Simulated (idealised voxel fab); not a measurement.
process module | voxel self aligned contacts
cross-section cut | 235 nm wide | cells 5 nm
A cross-section is a grid of square cells, given in bands from the top down. A band is one or more rows of cells.
Each band's line starts with the height of the band's top and of its bottom, in nm. Then come its materials from left to right, each with its width in nm. One material with "throughout" fills the band from edge to edge. "air" is empty space.
Height 0 is the level under which the wafer as received is all one material. The lowest band goes on downwards, as in "0 down".
A width such as "30 to 40" changes by the same amount from each row of cells to the next, from the band's top row to its bottom row.
"no change" after a step means that no cell of the cross-section changed.
closed voids: empty space of 8 cells or more with no open way to the top, each as width x height at its distance from the left edge, in nm
after a step's settings: what the simulator itself notes on the step
overlay nm, on a step with a mask: how far to the right of its planned place the mask lay; to the left if negative
plan
1 op RECEIVE | material Si
2 op CONFORMAL_DEP | material SiO2 | thk nm 5
3 op DIRECTIONAL_DEP | material polySi | thk nm 20
4 op DIRECTIONAL_DEP | material SiN | thk nm 25
5 op MASKED_ETCH | tone cover | mask id GATE | width nm 25 | pitch nm 65 | etch materials SiN | depth nm 25 | overlay nm 0
6 op MASKED_ETCH | tone cover | mask id GATE | width nm 25 | pitch nm 65 | etch materials polySi | depth nm 20 | overlay nm 0
7 op CONFORMAL_DEP | material SiN | thk nm 10
8 op DIRECTIONAL_ETCH | etch materials SiN | depth nm 10
9 op FILL_DEP | material SiO2 | thk nm 15
10 op CMP | height nm 60
11 op PATTERN | tone open | mask id CONTACT | material resist | width nm 50 | pitch nm 65 | thk nm 20 | overlay nm 0
12 op DIRECTIONAL_ETCH | etch materials SiO2 | depth nm 60
13 op STRIP | etch materials resist
14 op CONFORMAL_DEP | material TiN | thk nm 5
15 op FILL_DEP | material Ru | thk nm 10
16 op CMP | height nm 60
17 op CONFORMAL_DEP | material SiCN | thk nm 5
as received, after step 1
  0 down: Si throughout
  closed voids: none
a wafer at the end: this start, this plan, one mistake
  65 to 60: SiO2 throughout
  60 to 50: SiO2 60 | TiN 5 to 20 | Ru 40 to 10 | TiN 5 to 20 | SiO2 15 | TiN 5 to 20 | Ru 40 to 10 | TiN 5 to 20 | SiO2 60
  50 to 25: SiO2 30 | SiN 45 | TiN 5 | Ru 10 | TiN 5 | SiN 45 | TiN 5 | Ru 10 | TiN 5 | SiN 45 | SiO2 30
  25 to 5: SiO2 30 | SiN 10 | polySi 25 | SiN 10 | TiN 5 | Ru 10 | TiN 5 | SiN 10 | polySi 25 | SiN 10 | TiN 5 | Ru 10 | TiN 5 | SiN 10 | polySi 25 | SiN 10 | SiO2 30
  5 to 0: SiO2 75 | TiN 20 | SiO2 45 | TiN 20 | SiO2 75
  0 down: Si throughout
  closed voids: none
what went wrong: step 17 ran as: op CONFORMAL_DEP | material SiO2 | thk nm 5
